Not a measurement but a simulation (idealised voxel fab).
This is a process module. Its name is voxel quadruple lines.
For reference, the cross-section in this document is cut, with width 215 nm and square cells of 5 nm.
Cross-section layout: square cells on a grid; listed as bands, top to bottom; a band spans one or more cell rows.
First you get the band's top height and its bottom height, in nm, and then the materials it's made of, left to right, with each width in nm. If you see a single material with "all across", that one covers the band edge to edge. "air" is empty space.
Height is counted from the level 0, under which the received wafer is composed throughout of one material. The lowest of the bands is not closed at the bottom but continues downward, in the notation "top 0, no bottom".
Top row gets the first number, bottom row gets the second, and each row in between changes by the same step: that is how a band width like "30 to 40" works.
It should be understood that the words "remains unaltered", when stated for a given step, signify that the cross-section underwent no change in any of its cells during that step.
Entry "Voids, fully enclosed" = empty spaces >= 8 cells with no open way to the top; each as width x height at distance, distance from left edge, all nm.
That trailing text on a step's line, after the settings, is the simulator's own remark on the step.
When a step includes a mask, the "overlay nm" setting on its line states how far to the right of its planned place that mask lay, and negative values state how far to the left.

LISTED BELOW ARE THE PROCESS STEPS AS PLANNED
1. op RECEIVE | material Si
2. op CONFORMAL_DEP | material Al2O3 | thk nm 5
3. op DIRECTIONAL_DEP | material TiN | thk nm 15
4. op DIRECTIONAL_DEP | material polySi | thk nm 15
5. op DIRECTIONAL_DEP | material aC | thk nm 20
6. op PATTERN | tone cover | mask id MANDREL | material resist | width nm 20 | thk nm 30 | overlay nm 0
7. op DIRECTIONAL_ETCH | etch materials aC | depth nm 20
8. op STRIP | etch materials resist
9. op CONFORMAL_DEP | material SiO2 | thk nm 10
10. op DIRECTIONAL_ETCH | etch materials SiO2 | depth nm 10
11. op STRIP | etch materials aC
12. op DIRECTIONAL_ETCH | etch materials polySi | depth nm 15
13. op STRIP | etch materials SiO2
14. op CONFORMAL_DEP | material SiCN | thk nm 5
15. op DIRECTIONAL_ETCH | etch materials SiCN | depth nm 5
16. op STRIP | etch materials polySi
17. op DIRECTIONAL_ETCH | etch materials TiN | depth nm 15
18. op STRIP | etch materials SiCN

CROSS-SECTION OF THE WAFER AT RECEIPT, WHICH IS THE CONDITION AFTER STEP 1
top 0, no bottom: Si all across
Voids, fully enclosed: none

THE FIRST OF TWO WAFERS, CROSS-SECTIONED AT THE END OF THE MODULE, WITH THE RUN PROCEEDING AS PLANNED
top 20, bottom 5: air (80), then TiN (5), then air (10), then TiN (5), then air (10), then TiN (5), then air (10), then TiN (5), then air (85)
top 5, bottom 0: Al2O3 all across
top 0, no bottom: Si all across
Voids, fully enclosed: none

SECOND WAFER THROUGH THE MODULE, SECTIONED AT THE END: SAME BEGINNING AND SAME PLAN AS THE FIRST WAFER, WITH ONE MISTAKE IN CARRYING IT OUT
top 20, bottom 5: air (90), then TiN (5), then air (20), then TiN (5), then air (95)
top 5, bottom 0: Al2O3 all across
top 0, no bottom: Si all across
Voids, fully enclosed: none
The plan and the run diverged here: for step 6, the planned setting was not used; the step was instead run as op PATTERN | tone open | mask id MANDREL | material resist | width nm 20 | thk nm 30 | overlay nm 0
The second wafer ends with more or fewer cells of some materials than the first, per final count: TiN: 6 fewer
